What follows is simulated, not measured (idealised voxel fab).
voxel self aligned vias: a process module
This is section cut - it's 240 nm across, gridded in 5 nm square cells.
How to read a cross-section here: the picture is a grid of square cells, written as bands going from the top down, and any band can span one or more rows of cells.
Top, bottom (nm), then materials left to right with widths (nm); lone material tagged "all across" fills the whole band edge to edge; "blank" = empty space.
Heights are expressed relative to 0, this being the level below which the as-received wafer comprises one material exclusively. The lowest band is unbounded in the downward direction and is denoted as in "from 0 down".
A two-number width, for instance "30 to 40", indicates that the width is equal to the first number in the top row of the band and to the second number in the bottom row, and that it changes by a constant amount per row of cells.
A step reported as "remained the same" is a step in which no cell of the cross-section changed.
The entry "Encapsulated voids" lists the empty spaces that cover at least 8 cells and have no open path to the top. Each is written as width x height at distance, where the distance is measured from the left edge and all three values are in nm.
Note: text after step settings on the step line = simulator remark on that step.
Among the settings permitted on a step's line is "overlay nm"; applied to a step with a mask, it specifies the extent to which the mask lay to the right of its planned position, whereas a negative figure signifies a position to the left.

The following list gives the planned process steps
step 1: RECEIVE | material Si
step 2: CONFORMAL_DEP | material SiO2 | thk nm 15
step 3: CONFORMAL_DEP | material SiCN | thk nm 5
step 4: DIRECTIONAL_DEP | material lowk | thk nm 25
step 5: DIRECTIONAL_DEP | material aC | thk nm 15
step 6: PATTERN | tone open | mask id LINES | material resist | width nm 25 | pitch nm 65 | thk nm 35 | overlay nm 0
step 7: DIRECTIONAL_ETCH | etch materials aC | depth nm 15
step 8: STRIP | etch materials resist
step 9: DIRECTIONAL_ETCH | etch materials lowk | depth nm 25
step 10: STRIP | etch materials aC
step 11: CONFORMAL_DEP | material TiN | thk nm 5
step 12: FILL_DEP | material W | thk nm 5
step 13: CMP | height nm 45
step 14: SELECTIVE_ETCH | etch materials W Ru TiN | depth nm 10
step 15: FILL_DEP | material SiN | thk nm 5
step 16: CMP | height nm 45
step 17: DIRECTIONAL_DEP | material lowk | thk nm 5
step 18: MASKED_ETCH | tone open | mask id VIAS | width nm 35 | pitch nm 130 | etch materials lowk | depth nm 15 | overlay nm 0
step 19: MASKED_ETCH | tone open | mask id VIAS | width nm 35 | pitch nm 130 | etch materials SiN | depth nm 10 | overlay nm 0
step 20: CONFORMAL_DEP | material TiN | thk nm 5
step 21: FILL_DEP | material Cu | thk nm 5
step 22: CMP | height nm 60
step 23: CONFORMAL_DEP | material SiCN | thk nm 5
Wafers differ in thk nm at step 17; plan lists the first wafer's value; identical starting state.

The first of several wafers, as received after step 1, seen in section
> from 0 down: Si all across
> Encapsulated voids: none

The table below has one row for each wafer; a row shows, as of the end of the module, how many cells of each material the wafer has gained, marked (+), or lost, marked (-), since it was received, and then the wafer's closed voids
thk nm 5 | +78 Cu | +96 SiCN | +10 SiN | +144 SiO2 | +87 TiN | +18 W | +191 lowk | Encapsulated voids: none
thk nm 10 | +36 Cu | +96 SiCN | +10 SiN | +144 SiO2 | +91 TiN | +18 W | +229 lowk | Encapsulated voids: none
thk nm 15 | +32 Cu | +96 SiCN | +10 SiN | +144 SiO2 | +57 TiN | +18 W | +267 lowk | Encapsulated voids: none
thk nm 20 | +10 Cu | +96 SiCN | +30 SiN | +144 SiO2 | +45 TiN | +18 W | +281 lowk | Encapsulated voids: none
thk nm 25 | +96 SiCN | +30 SiN | +144 SiO2 | +41 TiN | +18 W | +295 lowk | Encapsulated voids: none
thk nm 30 | +96 SiCN | +30 SiN | +144 SiO2 | +27 TiN | +18 W | +309 lowk | Encapsulated voids: none
